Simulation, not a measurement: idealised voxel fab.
process module | voxel capacitor over wiring
Shown is cross-section cut, with a width of 300 nm and square cells of size 5 nm.
Bands, listed from the top down, are how a cross-section gets written in this document; the cross-section itself is a grid of square cells, and a band is one or more rows of them. Heights first: top, then bottom, in nm. Then materials, left to right, each with a width in nm. "everywhere" on a single material: fills the band edge to edge. "blank": empty space. Convention: height 0 is the level below which the wafer, as received, is all one material. The lowest band does not terminate at the bottom but continues downward, represented as "0..down". A width given as "30..40" starts at the first number in the band's top row and ends at the second number in its bottom row, shifting by an equal amount at every step from row to row. "no alterations made", as given for a step, is the statement that not any cell of the cross-section underwent a change during that step. "Fully sealed voids" specifies each empty space that is not open to the top and that occupies no fewer than 8 cells, using the form width x height at distance, the distance measured from the left edge and all three quantities in nm. Text after the settings on a step's line: the simulator's own remark on that step. overlay nm: on a step with a mask, how far right of its planned place the mask lay; negative means left.
-- List of planned process steps
1,RECEIVE with material Si
2,CONFORMAL_DEP with material SiO2, thk nm 10
3,DIRECTIONAL_DEP with material TiN, thk nm 5
4,DIRECTIONAL_DEP with material W, thk nm 20
5,DIRECTIONAL_DEP with material aC, thk nm 15
6,PATTERN with tone cover, mask id METAL_1, material resist, width nm 20, pitch nm 95, thk nm 35, overlay nm 0
7,DIRECTIONAL_ETCH with etch materials aC, depth nm 15
8,STRIP with etch materials resist
9,DIRECTIONAL_ETCH with etch materials W, depth nm 20
10,DIRECTIONAL_ETCH with etch materials TiN, depth nm 5
11,STRIP with etch materials aC
12,FILL_DEP with material SiO2, thk nm 5
13,CMP with height nm 35
14,CONFORMAL_DEP with material SiCN, thk nm 5
15,DIRECTIONAL_DEP with material lowk, thk nm 20
16,PATTERN with tone open, mask id PLUG_1, material resist, width nm 15, thk nm 20, overlay nm 0
17,DIRECTIONAL_ETCH with etch materials lowk, depth nm 20
18,DIRECTIONAL_ETCH with etch materials SiCN, depth nm 5
19,STRIP with etch materials resist
20,CONFORMAL_DEP with material TiN, thk nm 5
21,FILL_DEP with material Cu, thk nm 5
22,CMP with height nm 60
23,DIRECTIONAL_DEP with material TiN, thk nm 10
24,DIRECTIONAL_DEP with material HfO2, thk nm 5
25,DIRECTIONAL_DEP with material TiN, thk nm 5
26,PATTERN with tone cover, mask id UPPER_PLATE, material resist, width nm 70, thk nm 20, overlay nm 0
27,DIRECTIONAL_ETCH with etch materials TiN, depth nm 5
28,DIRECTIONAL_ETCH with etch materials HfO2, depth nm 5
29,STRIP with etch materials resist
30,DIRECTIONAL_DEP with material aC, thk nm 15
31,PATTERN with tone cover, mask id LOWER_PLATE, material resist, width nm 80, thk nm 30, overlay nm 0
32,DIRECTIONAL_ETCH with etch materials aC, depth nm 15
33,STRIP with etch materials resist
34,DIRECTIONAL_ETCH with etch materials TiN, depth nm 10
35,STRIP with etch materials aC
36,FILL_DEP with material SiO2, thk nm 15
37,CMP with height nm 90
38,MASKED_ETCH with tone open, mask id PLUG_2, width nm 15, etch materials SiO2, depth nm 10, overlay nm 0
39,CONFORMAL_DEP with material TiN, thk nm 5
40,FILL_DEP with material Ru, thk nm 10
41,CMP with height nm 90
42,CONFORMAL_DEP with material SiN, thk nm 5
varied across the wafers: width nm of step 6. The plan shows the first wafer's value. All wafers start alike
-- As received, i.e. after step 1: cross-section through the first of several wafers
  0..down  Si everywhere
  Fully sealed voids: none
-- End of module: cross-section of the first of several wafers after step 42, the last step
  95..90  SiN everywhere
  90..85  110 nm SiO2; 5 nm TiN; 5 nm Ru; 5 nm TiN; 175 nm SiO2
  85..75  110..100 nm SiO2; 15..70 nm TiN; 175..130 nm SiO2
  75..70  100 nm SiO2; 70 nm HfO2; 130 nm SiO2
  70..60  95 nm SiO2; 80 nm TiN; 125 nm SiO2
  60..40  100 nm lowk; 5 nm TiN; 5 nm Cu; 5 nm TiN; 185 nm lowk
  40..35  100 nm SiCN; 15 nm TiN; 185 nm SiCN
  35..15  90 nm SiO2; 20 nm W; 75 nm SiO2; 20 nm W; 95 nm SiO2
  15..10  90 nm SiO2; 20 nm TiN; 75 nm SiO2; 20 nm TiN; 95 nm SiO2
  10..0  SiO2 everywhere
  0..down  Si everywhere
  Fully sealed voids: none
-- End of module, last wafer sectioned
  95..90  SiN everywhere
  90..85  110 nm SiO2; 5 nm TiN; 5 nm Ru; 5 nm TiN; 175 nm SiO2
  85..75  110..100 nm SiO2; 15..70 nm TiN; 175..130 nm SiO2
  75..70  100 nm SiO2; 70 nm HfO2; 130 nm SiO2
  70..60  95 nm SiO2; 80 nm TiN; 125 nm SiO2
  60..40  100 nm lowk; 5 nm TiN; 5 nm Cu; 5 nm TiN; 185 nm lowk
  40..35  100 nm SiCN; 15 nm TiN; 185 nm SiCN
  35..15  80 nm SiO2; 45 nm W; 50 nm SiO2; 45 nm W; 80 nm SiO2
  15..10  80 nm SiO2; 45 nm TiN; 50 nm SiO2; 45 nm TiN; 80 nm SiO2
  10..0  SiO2 everywhere
  0..down  Si everywhere
  Fully sealed voids: none
-- End of module, by wafer: material-by-material cell gain (+) or loss (-) since receipt, then closed voids
width nm 20; +4 Cu; +14 HfO2; +1 Ru; +57 SiCN; +60 SiN; +674 SiO2; +70 TiN; +32 W; +228 lowk; Fully sealed voids: none
width nm 25; +4 Cu; +14 HfO2; +1 Ru; +57 SiCN; +60 SiN; +664 SiO2; +72 TiN; +40 W; +228 lowk; Fully sealed voids: none
width nm 30; +4 Cu; +14 HfO2; +1 Ru; +57 SiCN; +60 SiN; +654 SiO2; +74 TiN; +48 W; +228 lowk; Fully sealed voids: none
width nm 35; +4 Cu; +14 HfO2; +1 Ru; +57 SiCN; +60 SiN; +644 SiO2; +76 TiN; +56 W; +228 lowk; Fully sealed voids: none
width nm 40; +4 Cu; +14 HfO2; +1 Ru; +57 SiCN; +60 SiN; +634 SiO2; +78 TiN; +64 W; +228 lowk; Fully sealed voids: none
width nm 45; +4 Cu; +14 HfO2; +1 Ru; +57 SiCN; +60 SiN; +624 SiO2; +80 TiN; +72 W; +228 lowk; Fully sealed voids: none
